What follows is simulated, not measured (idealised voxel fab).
Process module name: voxel trench capacitor
The cross-section on display is named cut; it measures 285 nm wide, and its cells are 5 nm squares.
A cross-section in this document is a grid of square cells, and it is written down as bands, the top band listed before the ones below it; a band is made up of one or more rows of cells. It is stipulated that each band's entry specify, in nanometres, the height of the top of the band and then that of its bottom, followed by the materials of the band in left-to-right sequence, each together with its width in nanometres. A single material marked by the word "full width" is understood to fill the band from edge to edge; the word "empty" is understood to denote empty space. Heights from 0 (as-received wafer is one material below). Bottom band endless downward, as "0 down". It should be noted that a width expressed as "30->40" varies in equal increments from row to row of cells within the band, taking the value of the first number at the top row and that of the second number at the bottom row. "no alterations made" (step): cross-section cells unchanged, all of them. Closed-off voids of 8+ cells (no open route to the top) go in "Closed void catalog", written width x height at distance from the left edge, in nm. Anything after a step's settings on that line? It's the simulator's own note about the step. Steps that use a mask can have "overlay nm" on their line. It says how far the mask sat to the right of where it was meant to be. Negative means to the left.
**These are the steps we planned for the process**
step 1: RECEIVE,material Si
step 2: CONFORMAL_DEP,material SiN,thk nm 5
step 3: DIRECTIONAL_DEP,material aC,thk nm 10
step 4: PATTERN,tone open,mask id TRENCH,material resist,width nm 30,pitch nm 60,thk nm 25,overlay nm 0
step 5: DIRECTIONAL_ETCH,etch materials aC,depth nm 10
step 6: STRIP,etch materials resist
step 7: DIRECTIONAL_ETCH,etch materials SiN,depth nm 5
step 8: DIRECTIONAL_ETCH,etch materials Si,depth nm 30
step 9: STRIP,etch materials aC
step 10: CONFORMAL_DEP,material HfO2,thk nm 5
step 11: CONFORMAL_DEP,material TiN,thk nm 5
step 12: FILL_DEP,material W,thk nm 10
step 13: CMP,height nm 5
**Cross-section of the wafer upon arrival, representing the state reached after step 1**
  0 down | Si full width
  Closed void catalog: none
**Figure: cross-sectional view of the wafer upon completion of the module, processed from the initial state and according to the plan depicted above, with one error introduced during execution**
  5 to 0 | SiN (35), then HfO2 (5), then TiN (5), then W (10), then TiN (5), then HfO2 (5), then SiN (30), then HfO2 (5), then TiN (5), then W (10), then TiN (5), then HfO2 (5), then SiN (30), then HfO2 (5), then TiN (5), then W (10), then TiN (5), then HfO2 (5), then SiN (30), then HfO2 (5), then TiN (5), then W (10), then TiN (5), then HfO2 (5), then SiN (40)
  0 to -50 | Si (35), then HfO2 (5), then TiN (5), then W (10), then TiN (5), then HfO2 (5), then Si (30), then HfO2 (5), then TiN (5), then W (10), then TiN (5), then HfO2 (5), then Si (30), then HfO2 (5), then TiN (5), then W (10), then TiN (5), then HfO2 (5), then Si (30), then HfO2 (5), then TiN (5), then W (10), then TiN (5), then HfO2 (5), then Si (40)
  -50 to -55 | Si (35), then HfO2 (5), then TiN (20), then HfO2 (5), then Si (30), then HfO2 (5), then TiN (20), then HfO2 (5), then Si (30), then HfO2 (5), then TiN (20), then HfO2 (5), then Si (30), then HfO2 (5), then TiN (20), then HfO2 (5), then Si (40)
  -55 to -60 | Si (35), then HfO2 (30), then Si (30), then HfO2 (30), then Si (30), then HfO2 (30), then Si (30), then HfO2 (30), then Si (40)
  -60 down | Si full width
  Closed void catalog: none
Deviation from plan: plan step 8 was conducted twice
